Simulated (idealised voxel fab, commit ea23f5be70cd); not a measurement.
process module | voxel transistor to metal
cross-section cut | 205 nm wide | cells 5 nm
A cross-section is a grid of square cells, given in bands from the top down. A band is one or more rows of cells.
Each band's line starts with the height of the band's top and of its bottom, in nm. Then come its materials from left to right, each with its width in nm. One material with "throughout" fills the band from edge to edge. "air" is empty space.
Height 0 is the level under which the wafer as received is all one material. The lowest band goes on downwards, as in "0 down".
A width such as "30 to 40" changes by the same amount from each row of cells to the next, from the band's top row to its bottom row.
"no change" after a step means that no cell of the cross-section changed.
closed voids: empty space of 8 cells or more with no open way to the top, each as width x height at its distance from the left edge, in nm
after a step's settings: what the simulator itself notes on the step
overlay nm, on a step with a mask: how far to the right of its planned place the mask lay; to the left if negative
plan
1 op RECEIVE | material Si
2 op CONFORMAL_DEP | material SiO2 | thk nm 5
3 op CONFORMAL_DEP | material SiN | thk nm 10
4 op DIRECTIONAL_DEP | material aC | thk nm 10
5 op PATTERN | tone cover | mask id ACTIVE | material resist | width nm 120 | thk nm 30 | overlay nm 0
6 op DIRECTIONAL_ETCH | etch materials aC | depth nm 10
7 op STRIP | etch materials resist
8 op DIRECTIONAL_ETCH | etch materials SiN | depth nm 10
9 op DIRECTIONAL_ETCH | etch materials SiO2 | depth nm 5
10 op DIRECTIONAL_ETCH | etch materials Si | depth nm 30
11 op STRIP | etch materials aC
12 op FILL_DEP | material SiO2 | thk nm 10
13 op CMP | height nm 15
14 op SELECTIVE_ETCH | etch materials SiO2 | depth nm 5
15 op STRIP | etch materials SiN
16 op SELECTIVE_ETCH | etch materials SiO2 | depth nm 5
17 op OXIDIZE | depth nm 5
18 op DIRECTIONAL_DEP | material polySi | thk nm 30
19 op DIRECTIONAL_DEP | material SiCN | thk nm 15
20 op MASKED_ETCH | tone cover | mask id GATE | width nm 20 | etch materials SiCN | depth nm 25 | overlay nm 0
21 op MASKED_ETCH | tone cover | mask id GATE | width nm 20 | etch materials polySi | depth nm 40 | overlay nm 0
22 op CONFORMAL_DEP | material SiN | thk nm 5
23 op DIRECTIONAL_ETCH | etch materials SiN | depth nm 5
24 op DIRECTIONAL_ETCH | etch materials SiO2 | depth nm 5
25 op DIRECTIONAL_ETCH | etch materials Si | depth nm 5
26 op EPI | material SiGe | thk nm 10
27 op FILL_DEP | material SiO2 | thk nm 5
28 op CMP | height nm 45
29 op DIRECTIONAL_DEP | material SiO2 | thk nm 10
30 op PATTERN | tone open | mask id CONTACT | material resist | width nm 20 | pitch nm 80 | thk nm 20 | overlay nm 0
31 op DIRECTIONAL_ETCH | etch materials SiO2 | depth nm 55
32 op STRIP | etch materials resist
33 op CONFORMAL_DEP | material TiN | thk nm 5
34 op FILL_DEP | material W | thk nm 10
35 op CMP | height nm 55
36 op DIRECTIONAL_DEP | material TiN | thk nm 5
37 op DIRECTIONAL_DEP | material W | thk nm 15
38 op DIRECTIONAL_DEP | material aC | thk nm 10
39 op PATTERN | tone cover | mask id METAL_1 | material resist | width nm 20 | pitch nm 80 | thk nm 30 | overlay nm 0
40 op DIRECTIONAL_ETCH | etch materials aC | depth nm 10
41 op STRIP | etch materials resist
42 op DIRECTIONAL_ETCH | etch materials W | depth nm 15
43 op DIRECTIONAL_ETCH | etch materials TiN | depth nm 5
44 op STRIP | etch materials aC
45 op CONFORMAL_DEP | material SiN | thk nm 5
46 op FILL_DEP | material SiO2 | thk nm 10
47 op CMP | height nm 75
48 op CONFORMAL_DEP | material SiCN | thk nm 5
49 op DIRECTIONAL_DEP | material SiO2 | thk nm 30
50 op MASKED_ETCH | tone open | mask id METAL_2_HOLES | width nm 15 | pitch nm 80 | etch materials SiO2 | depth nm 30 | overlay nm 0
51 op PATTERN | tone open | mask id METAL_2 | material resist | width nm 20 | pitch nm 80 | thk nm 15 | overlay nm 0
52 op DIRECTIONAL_ETCH | etch materials SiO2 | depth nm 20
53 op DIRECTIONAL_ETCH | etch materials SiCN | depth nm 5
54 op STRIP | etch materials resist
55 op CONFORMAL_DEP | material TiN | thk nm 5
56 op FILL_DEP | material Cu | thk nm 5
57 op CMP | height nm 110
58 op CONFORMAL_DEP | material SiCN | thk nm 5
varied across the wafers: depth nm of step 17. The plan shows the first wafer's value. All wafers start alike
first wafer as received, after step 1
  0 down: Si throughout
  closed voids: none
first wafer at the end, after step 58
  115 to 110: SiCN throughout
  110 to 95: SiO2 50 | TiN 5 | Cu 10 | TiN 5 | SiO2 60 | TiN 5 | Cu 10 | TiN 5 | SiO2 55
  95 to 90: SiO2 50 | TiN 5 | Cu 5 | TiN 10 | SiO2 60 | TiN 5 | Cu 5 | TiN 10 | SiO2 55
  90 to 80: SiO2 50 | TiN 5 | Cu 5 | TiN 5 | SiO2 65 | TiN 5 | Cu 5 | TiN 5 | SiO2 60
  80 to 75: SiCN 50 | TiN 15 | SiCN 65 | TiN 15 | SiCN 60
  75 to 60: SiO2 45 | SiN 5 | W 20 | SiN 5 | SiO2 50 | SiN 5 | W 20 | SiN 5 | SiO2 50
  60 to 55: SiN 50 | TiN 20 | SiN 60 | TiN 20 | SiN 55
  55 to 45: SiO2 50 | TiN 5 | W 10 | TiN 5 | SiO2 60 | TiN 5 | W 10 | TiN 5 | SiO2 55
  45 to 30: SiO2 50 | TiN 5 | W 10 | TiN 5 | SiO2 15 | SiN 5 | SiCN 20 | SiN 5 | SiO2 15 | TiN 5 | W 10 | TiN 5 | SiO2 55
  30 to 5: SiO2 50 | TiN 5 | W 10 | TiN 5 | SiO2 15 | SiN 5 | polySi 20 | SiN 5 | SiO2 15 | TiN 5 | W 10 | TiN 5 | SiO2 55
  5 to 0: SiO2 35 | SiN 5 | SiO2 10 | TiN 20 | SiO2 5 | SiGe 10 | SiN 5 | polySi 20 | SiN 5 | SiGe 10 | SiO2 5 | TiN 20 | SiO2 10 | SiN 5 | SiO2 40
  0 to -5: SiO2 40 | SiGe 45 | SiO2 30 | SiGe 45 | SiO2 45
  -5 to -10: SiO2 40 | SiGe 45 | Si 30 | SiGe 45 | SiO2 45
  -10 to -30: SiO2 40 | Si 120 | SiO2 45
  -30 down: Si throughout
  closed voids: none
last wafer at the end
  115 to 110: SiCN throughout
  110 to 95: SiO2 50 | TiN 5 | Cu 10 | TiN 5 | SiO2 60 | TiN 5 | Cu 10 | TiN 5 | SiO2 55
  95 to 90: SiO2 50 | TiN 5 | Cu 5 | TiN 10 | SiO2 60 | TiN 5 | Cu 5 | TiN 10 | SiO2 55
  90 to 80: SiO2 50 | TiN 5 | Cu 5 | TiN 5 | SiO2 65 | TiN 5 | Cu 5 | TiN 5 | SiO2 60
  80 to 75: SiCN 50 | TiN 15 | SiCN 65 | TiN 15 | SiCN 60
  75 to 60: SiO2 45 | SiN 5 | W 20 | SiN 5 | SiO2 50 | SiN 5 | W 20 | SiN 5 | SiO2 50
  60 to 55: SiN 50 | TiN 20 | SiN 60 | TiN 20 | SiN 55
  55 to 45: SiO2 50 | TiN 5 | W 10 | TiN 5 | SiO2 60 | TiN 5 | W 10 | TiN 5 | SiO2 55
  45 to 30: SiO2 50 | TiN 5 | W 10 | TiN 5 | SiO2 15 | SiN 5 | SiCN 20 | SiN 5 | SiO2 15 | TiN 5 | W 10 | TiN 5 | SiO2 55
  30 to 5: SiO2 50 | TiN 5 | W 10 | TiN 5 | SiO2 15 | SiN 5 | polySi 20 | SiN 5 | SiO2 15 | TiN 5 | W 10 | TiN 5 | SiO2 55
  5 to 0: SiO2 35 | SiN 5 | SiO2 10 | TiN 20 | SiO2 15 | SiN 5 | polySi 20 | SiN 5 | SiO2 15 | TiN 20 | SiO2 10 | SiN 5 | SiO2 40
  0 to -20: SiO2 throughout
  -20 to -30: SiO2 40 | Si 120 | SiO2 45
  -30 down: Si throughout
  closed voids: none
each wafer at the end: cells of each material gained (+) or lost (-) since it was received, then its closed voids
depth nm 5 | +18 Cu | -144 Si | +88 SiCN | +40 SiGe | +65 SiN | +700 SiO2 | +88 TiN | +64 W | +24 polySi | closed voids: none
depth nm 10 | +18 Cu | -150 Si | +88 SiCN | +65 SiN | +746 SiO2 | +88 TiN | +64 W | +24 polySi | closed voids: none
depth nm 15 | +18 Cu | -174 Si | +88 SiCN | +65 SiN | +770 SiO2 | +88 TiN | +64 W | +24 polySi | closed voids: none
depth nm 20 | +18 Cu | -198 Si | +88 SiCN | +65 SiN | +794 SiO2 | +88 TiN | +64 W | +24 polySi | closed voids: none
